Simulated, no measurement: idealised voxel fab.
process module | voxel self aligned vias
cross-section cut | 170 nm wide | cells 5 nm
A cross-section is a grid of square cells, given in bands from the top down. A band is one or more rows of cells.
Each band's line starts with the height of the band's top and of its bottom, in nm. Then come its materials from left to right, each with its width in nm. One material with "throughout" fills the band from edge to edge. "air" is empty space.
Height 0 is the level under which the wafer as received is all one material. The lowest band goes on downwards, as in "0 down".
A width such as "30 to 40" changes by the same amount from each row of cells to the next, from the band's top row to its bottom row.
"no change" after a step means that no cell of the cross-section changed.
closed voids: empty space of 8 cells or more with no open way to the top, each as width x height at its distance from the left edge, in nm
after a step's settings: what the simulator itself notes on the step
overlay nm, on a step with a mask: how far to the right of its planned place the mask lay; to the left if negative
plan
1 op RECEIVE | material Si
2 op CONFORMAL_DEP | material SiO2 | thk nm 15
3 op CONFORMAL_DEP | material SiCN | thk nm 5
4 op DIRECTIONAL_DEP | material lowk | thk nm 30
5 op MASKED_ETCH | tone open | mask id LINES | width nm 20 | pitch nm 50 | etch materials lowk | depth nm 30 | overlay nm 0
6 op CONFORMAL_DEP | material TiN | thk nm 5
7 op FILL_DEP | material Ru | thk nm 10
8 op CMP | height nm 50
9 op SELECTIVE_ETCH | etch materials W Ru TiN | depth nm 5
10 op FILL_DEP | material SiN | thk nm 10
11 op CMP | height nm 50
12 op DIRECTIONAL_DEP | material lowk | thk nm 15
13 op MASKED_ETCH | tone open | mask id VIAS | width nm 30 | pitch nm 50 | etch materials lowk | depth nm 15 | overlay nm 0
14 op MASKED_ETCH | tone open | mask id VIAS | width nm 30 | pitch nm 50 | etch materials SiN | depth nm 5 | overlay nm 0
15 op CONFORMAL_DEP | material TiN | thk nm 5
16 op FILL_DEP | material Cu | thk nm 5
17 op CMP | height nm 65
18 op CONFORMAL_DEP | material SiN | thk nm 5
as received, after step 1
  0 down: Si throughout
  closed voids: none
first wafer at the end, as planned
  70 to 65: SiN throughout
  65 to 55: lowk 45 | TiN 5 | Cu 20 | TiN 5 | lowk 20 | TiN 5 | Cu 20 | TiN 5 | lowk 45
  55 to 50: lowk 45 | TiN 10 | Cu 10 | TiN 10 | lowk 20 | TiN 10 | Cu 10 | TiN 10 | lowk 45
  50 to 45: lowk 50 | TiN 20 | lowk 30 | TiN 20 | lowk 50
  45 to 25: lowk 50 | TiN 5 | Ru 10 | TiN 5 | lowk 30 | TiN 5 | Ru 10 | TiN 5 | lowk 50
  25 to 20: lowk 50 | TiN 20 | lowk 30 | TiN 20 | lowk 50
  20 to 15: SiCN throughout
  15 to 0: SiO2 throughout
  0 down: Si throughout
  closed voids: none
second wafer at the end: like start, like plan, one mistake
  70 to 65: SiN throughout
  65 to 55: lowk 45 | TiN 5 | Cu 20 | TiN 5 | lowk 20 | TiN 5 | Cu 20 | TiN 5 | lowk 45
  55 to 50: lowk 45 | TiN 10 | Cu 10 | TiN 10 | lowk 20 | TiN 10 | Cu 10 | TiN 10 | lowk 45
  50 to 45: lowk 50 | TiN 20 | lowk 30 | TiN 20 | lowk 50
  45 to 40: lowk 50 | TiN 5 | Ru 10 | TiN 5 | lowk 30 | TiN 5 | Ru 10 | TiN 5 | lowk 50
  40 to 35: lowk 50 | TiN 20 | lowk 30 | TiN 20 | lowk 50
  35 to 30: SiCN throughout
  30 to 0: SiO2 throughout
  0 down: Si throughout
  closed voids: none
what went wrong: step 2 was run twice
at the end the second wafer has, in cells: 12 fewer of Ru | 102 more of SiO2 | 12 fewer of TiN | 78 fewer of lowk
